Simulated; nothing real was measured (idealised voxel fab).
process module | voxel ribs on slabs
cross-section cut | 145 nm wide | cells 5 nm
A cross-section is a grid of square cells, given in bands from the top down. A band is one or more rows of cells.
Each band's line starts with the height of the band's top and of its bottom, in nm. Then come its materials from left to right, each with its width in nm. One material with "throughout" fills the band from edge to edge. "air" is empty space.
Height 0 is the level under which the wafer as received is all one material. The lowest band goes on downwards, as in "0 down".
A width such as "30 to 40" changes by the same amount from each row of cells to the next, from the band's top row to its bottom row.
"no change" after a step means that no cell of the cross-section changed.
closed voids: empty space of 8 cells or more with no open way to the top, each as width x height at its distance from the left edge, in nm
after a step's settings: what the simulator itself notes on the step
overlay nm, on a step with a mask: how far to the right of its planned place the mask lay; to the left if negative
plan
1 op RECEIVE | material Si
2 op DIRECTIONAL_DEP | material SiO2 | thk nm 25
3 op DIRECTIONAL_DEP | material polySi | thk nm 15
4 op DIRECTIONAL_DEP | material aC | thk nm 15
5 op PATTERN | tone cover | mask id RIB | material resist | width nm 25 | thk nm 35 | overlay nm 0
6 op DIRECTIONAL_ETCH | etch materials aC | depth nm 15
7 op STRIP | etch materials resist
8 op DIRECTIONAL_ETCH | etch materials polySi | depth nm 10
9 op STRIP | etch materials aC
10 op PATTERN | tone cover | mask id SLAB | material resist | width nm 55 | thk nm 15 | overlay nm 0
11 op DIRECTIONAL_ETCH | etch materials polySi | depth nm 5
12 op STRIP | etch materials resist
13 op FILL_DEP | material SiO2 | thk nm 25
14 op CMP | height nm 55
15 op DIRECTIONAL_DEP | material TiN | thk nm 5
16 op DIRECTIONAL_DEP | material aC | thk nm 10
17 op PATTERN | tone cover | mask id HEATER | material resist | width nm 35 | thk nm 25 | overlay nm 0
18 op DIRECTIONAL_ETCH | etch materials aC | depth nm 10
19 op STRIP | etch materials resist
20 op DIRECTIONAL_ETCH | etch materials TiN | depth nm 5
21 op STRIP | etch materials aC
22 op CONFORMAL_DEP | material SiN | thk nm 10
as received, after step 1
  0 down: Si throughout
  closed voids: none
first wafer at the end, as planned
  70 to 65: air 45 | SiN 55 | air 45
  65 to 60: SiN throughout
  60 to 55: SiN 55 | TiN 35 | SiN 55
  55 to 40: SiO2 throughout
  40 to 30: SiO2 60 | polySi 25 | SiO2 60
  30 to 25: SiO2 45 | polySi 55 | SiO2 45
  25 to 0: SiO2 throughout
  0 down: Si throughout
  closed voids: none
second wafer at the end: like start, like plan, one mistake
  65 to 60: air 45 | SiN 55 | air 45
  60 to 55: SiN throughout
  55 to 50: SiN 55 | TiN 35 | SiN 55
  50 to 40: SiO2 throughout
  40 to 30: SiO2 60 | polySi 25 | SiO2 60
  30 to 25: SiO2 45 | polySi 55 | SiO2 45
  25 to 0: SiO2 throughout
  0 down: Si throughout
  closed voids: none
what went wrong: step 14 ran as: op CMP | height nm 50
at the end the second wafer has, in cells: 29 fewer of SiO2
